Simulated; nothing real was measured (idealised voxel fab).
Title: Process Module voxel self aligned contacts
Displayed cross-section: cut, width of 235 nm, square cells sized 5 nm.
The cross-sections in this document take the form of a grid made of square cells. They are written out as bands, in order from top to bottom. Each band consists of one or more rows of cells. The band entry comprises the height of the band's top followed by the height of its bottom, expressed in nm, and subsequently the band's materials from left to right, each stated together with its width in nm. Where a single material is marked with the word "edge to edge", that material fills the band from edge to edge. The word "air" represents empty space. Zero point of the height axis is 0; under it, received wafer = one material. Lowest band: continues down indefinitely, "0 down". Width spec "30 to 40" -> top row of cells at first value, bottom row at second value, equal per-row change in between. Basically "nothing altered" means that step didn't change any cell in the cross-section. Tabulated closed voids: empty space of 8 cells or more with no open way to the top, each as width x height at its distance from the left edge, in nm. That trailing text on a step's line, after the settings, is the simulator's own remark on the step. For masked steps, "overlay nm" on the step line gives how far right of plan the mask actually lay; a minus sign means it lay to the left.
**List of planned process steps**
1. RECEIVE: material Si
2. OXIDIZE: depth nm 5
3. DIRECTIONAL_DEP: material polySi, thk nm 25
4. DIRECTIONAL_DEP: material SiN, thk nm 15
5. MASKED_ETCH: tone cover, mask id GATE, width nm 25, pitch nm 50, etch materials SiN, depth nm 15, overlay nm 0
6. MASKED_ETCH: tone cover, mask id GATE, width nm 25, pitch nm 50, etch materials polySi, depth nm 25, overlay nm 0
7. CONFORMAL_DEP: material SiN, thk nm 5
8. DIRECTIONAL_ETCH: etch materials SiN, depth nm 5
9. FILL_DEP: material SiO2, thk nm 20
10. CMP: height nm 50
11. PATTERN: tone open, mask id CONTACT, material resist, width nm 35, thk nm 15, overlay nm 0
12. DIRECTIONAL_ETCH: etch materials SiO2, depth nm 55
13. STRIP: etch materials resist
14. CONFORMAL_DEP: material TiN, thk nm 5
15. FILL_DEP: material W, thk nm 5
16. CMP: height nm 50
17. CONFORMAL_DEP: material SiCN, thk nm 5
**Shown in cross-section is the wafer as received, that is, as it stands after step 1**
* 0 down  Si edge to edge
* Tabulated closed voids: none
**The following cross-section depicts the wafer upon conclusion of the module. Processing commenced from the starting condition illustrated above and adhered to the plan illustrated above, save for one mistake in execution**
* 55 to 50  SiCN edge to edge
* 50 to 35  SiO2: 75, then SiN: 35, then TiN: 5, then W: 5, then TiN: 5, then SiN: 35, then SiO2: 75
* 35 to 15  SiO2: 75, then SiN: 5, then polySi: 25, then SiN: 5, then TiN: 5, then W: 5, then TiN: 5, then SiN: 5, then polySi: 25, then SiN: 5, then SiO2: 75
* 15 to 10  SiO2: 75, then SiN: 5, then polySi: 25, then SiN: 5, then TiN: 15, then SiN: 5, then polySi: 25, then SiN: 5, then SiO2: 75
* 10 to 0  polySi edge to edge
* 0 to -5  SiO2 edge to edge
* -5 down  Si edge to edge
* Tabulated closed voids: none
what went wrong: step 3 went in with a setting other than planned; the actual run was DIRECTIONAL_DEP: material polySi, thk nm 35
